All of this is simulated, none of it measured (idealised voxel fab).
voxel ribs on slabs: a process module
Displayed cross-section: cut, width of 225 nm, square cells sized 5 nm.
For the purposes of this document, a cross-section shall be understood as a grid of square cells, specified as bands listed in top-to-bottom order, each band consisting of one or more rows of cells.
Each band's line starts with the height of the band's top and of its bottom, in nm. Then come its materials from left to right, each with its width in nm. One material with "full width" fills the band from edge to edge. "blank" is empty space.
Height datum 0, below which the as-received substrate wafer is one material. Lowest band open at the bottom, running downward: "0..down".
A two-number width, for instance "30..40", indicates that the width is equal to the first number in the top row of the band and to the second number in the bottom row, and that it changes by a constant amount per row of cells.
For the purposes of this document, the phrase "nothing got changed" attached to a step denotes that no cell within the cross-section was modified by that step.
Basically, "Closed cavity list" tells you about the enclosed voids: empty spaces with no open way to the top, 8 cells or bigger, each written width x height at distance, where distance is from the left edge, all in nm.
after a step's settings: what the simulator itself notes on the step
A step line may carry the setting "overlay nm", which, for steps involving a mask, states the distance by which the mask lay to the right of its intended position; negative values denote displacement to the left.

### Planned step list for the process
| 1 | RECEIVE with material Si |
| 2 | DIRECTIONAL_DEP with material SiO2, thk nm 20 |
| 3 | DIRECTIONAL_DEP with material SiN, thk nm 15 |
| 4 | PATTERN with tone cover, mask id RIB, material resist, width nm 15, thk nm 20, overlay nm 0 |
| 5 | DIRECTIONAL_ETCH with etch materials SiN, depth nm 10 |
| 6 | STRIP with etch materials resist |
| 7 | PATTERN with tone cover, mask id SLAB, material resist, width nm 65, thk nm 20, overlay nm 0 |
| 8 | DIRECTIONAL_ETCH with etch materials SiN, depth nm 5 |
| 9 | STRIP with etch materials resist |
| 10 | FILL_DEP with material SiO2, thk nm 20 |
| 11 | CMP with height nm 50 |
| 12 | DIRECTIONAL_DEP with material TiN, thk nm 10 |
| 13 | PATTERN with tone cover, mask id HEATER, material resist, width nm 25, thk nm 15, overlay nm 0 |
| 14 | DIRECTIONAL_ETCH with etch materials TiN, depth nm 10 |
| 15 | STRIP with etch materials resist |
| 16 | CONFORMAL_DEP with material SiN, thk nm 10 |

### Incoming wafer, cross-sectional view, post step 1
- 0..down = Si full width
- Closed cavity list: none

### End-of-module cross-section of the first of two wafers, processed as planned
- 70..60 = blank: 90, SiN: 45, blank: 90
- 60..50 = SiN: 100, TiN: 25, SiN: 100
- 50..35 = SiO2 full width
- 35..25 = SiO2: 105, SiN: 15, SiO2: 105
- 25..20 = SiO2: 80, SiN: 65, SiO2: 80
- 20..0 = SiO2 full width
- 0..down = Si full width
- Closed cavity list: none

### Cross-sectional image of the second wafer of the two following completion of the module. Starting state and process plan were the same as for the first wafer; one execution error occurred
- 70..60 = blank: 90, SiN: 45, blank: 90
- 60..50 = SiN: 100, TiN: 25, SiN: 100
- 50..35 = SiO2 full width
- 35..25 = SiO2: 105, SiN: 15, SiO2: 105
- 25..20 = SiO2: 80, SiN: 70, SiO2: 75
- 20..0 = SiO2 full width
- 0..down = Si full width
- Closed cavity list: none
Want to know what went wrong? heads up, step 7 didn't go per plan, it actually ran as PATTERN with tone cover, mask id SLAB, material resist, width nm 70, thk nm 20, overlay nm 0
The second wafer ends with more or fewer cells of some materials than the first, per final count: SiN +1 | SiO2 -1
